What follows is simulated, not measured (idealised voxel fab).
Process module name: voxel self aligned vias
The cross-section on display is named cut; it measures 290 nm wide, and its cells are 5 nm squares.
Cross-section = grid of square cells, listed top down in bands; band = one or more rows.
Heads up on the band format: heights come first, top then bottom, in nm. After that it's the materials left to right, each with its width in nm. A single material flagged "throughout" fills the whole band edge to edge, and "blank" means there's empty space there.
Convention: height 0 is the level below which the wafer, as received, is all one material. The lowest band does not terminate at the bottom but continues downward, represented as "top 0, no bottom".
A two-number width, for instance "30 to 40", indicates that the width is equal to the first number in the top row of the band and to the second number in the bottom row, and that it changes by a constant amount per row of cells.
"nothing got changed" for a step: no cell of the cross-section changed in that step.
Basically, "Sealed void list" tells you about the enclosed voids: empty spaces with no open way to the top, 8 cells or bigger, each written width x height at distance, where distance is from the left edge, all in nm.
What comes after the settings on a step's line is commentary from the simulator itself on that step.
overlay nm, on a step with a mask: how far to the right of its planned place the mask lay; to the left if negative

## These are the steps we planned for the process
step 1: RECEIVE, material Si
step 2: CONFORMAL_DEP, material SiO2, thk nm 15
step 3: CONFORMAL_DEP, material SiCN, thk nm 5
step 4: DIRECTIONAL_DEP, material SiO2, thk nm 20
step 5: MASKED_ETCH, tone open, mask id LINES, width nm 25, pitch nm 70, etch materials SiO2, depth nm 20, overlay nm 0
step 6: CONFORMAL_DEP, material TiN, thk nm 5
step 7: FILL_DEP, material Ru, thk nm 10
step 8: CMP, height nm 40
step 9: SELECTIVE_ETCH, etch materials W Ru TiN, depth nm 10
step 10: FILL_DEP, material SiN, thk nm 5
step 11: CMP, height nm 40
step 12: DIRECTIONAL_DEP, material SiO2, thk nm 20
step 13: PATTERN, tone open, mask id VIAS, material resist, width nm 45, thk nm 20, overlay nm 0
step 14: DIRECTIONAL_ETCH, etch materials SiO2, depth nm 20
step 15: DIRECTIONAL_ETCH, etch materials SiN, depth nm 10
step 16: STRIP, etch materials resist
step 17: CONFORMAL_DEP, material TiN, thk nm 5
step 18: FILL_DEP, material W, thk nm 5
step 19: CMP, height nm 60
step 20: CONFORMAL_DEP, material SiN, thk nm 5

## Wafer cross-section on receipt, i.e. after step 1
  top 0, no bottom = Si throughout
  Sealed void list: none

## First of two wafers: cross-section at end of module, run per plan
  top 65, bottom 60 = SiN throughout
  top 60, bottom 45 = SiO2 85 / TiN 5 / W 35 / TiN 5 / SiO2 160
  top 45, bottom 40 = SiO2 85 / TiN 15 / W 15 / TiN 15 / SiO2 160
  top 40, bottom 35 = SiO2 95 / TiN 5 / W 15 / TiN 5 / SiO2 45 / SiN 25 / SiO2 100
  top 35, bottom 30 = SiO2 95 / TiN 25 / SiO2 45 / SiN 25 / SiO2 100
  top 30, bottom 25 = SiO2 95 / TiN 5 / Ru 15 / TiN 5 / SiO2 45 / TiN 5 / Ru 15 / TiN 5 / SiO2 100
  top 25, bottom 20 = SiO2 95 / TiN 25 / SiO2 45 / TiN 25 / SiO2 100
  top 20, bottom 15 = SiCN throughout
  top 15, bottom 0 = SiO2 throughout
  top 0, no bottom = Si throughout
  Sealed void list: none

## End of module, second wafer, cross-section. Started like the first, planned like the first, run with one mistake
  top 65, bottom 60 = SiN throughout
  top 60, bottom 45 = SiO2 85 / TiN 5 / W 35 / TiN 5 / SiO2 160
  top 45, bottom 40 = SiO2 85 / TiN 20 / W 5 / TiN 20 / SiO2 160
  top 40, bottom 35 = SiO2 100 / TiN 5 / W 5 / TiN 5 / SiO2 55 / SiN 15 / SiO2 105
  top 35, bottom 30 = SiO2 100 / TiN 15 / SiO2 55 / SiN 15 / SiO2 105
  top 30, bottom 25 = SiO2 100 / Ru 15 / SiO2 55 / Ru 15 / SiO2 105
  top 25, bottom 20 = SiO2 throughout
  top 20, bottom 15 = SiCN throughout
  top 15, bottom 0 = SiO2 throughout
  top 0, no bottom = Si throughout
  Sealed void list: none
So what did we get wrong on this run? step 6 did not use the planned setting and instead ran as CONFORMAL_DEP, material SiO2, thk nm 5
End of process, cell counts, second wafer against first, materials with more or fewer: 4 fewer of SiN; 22 more of SiO2; 14 fewer of TiN; 4 fewer of W
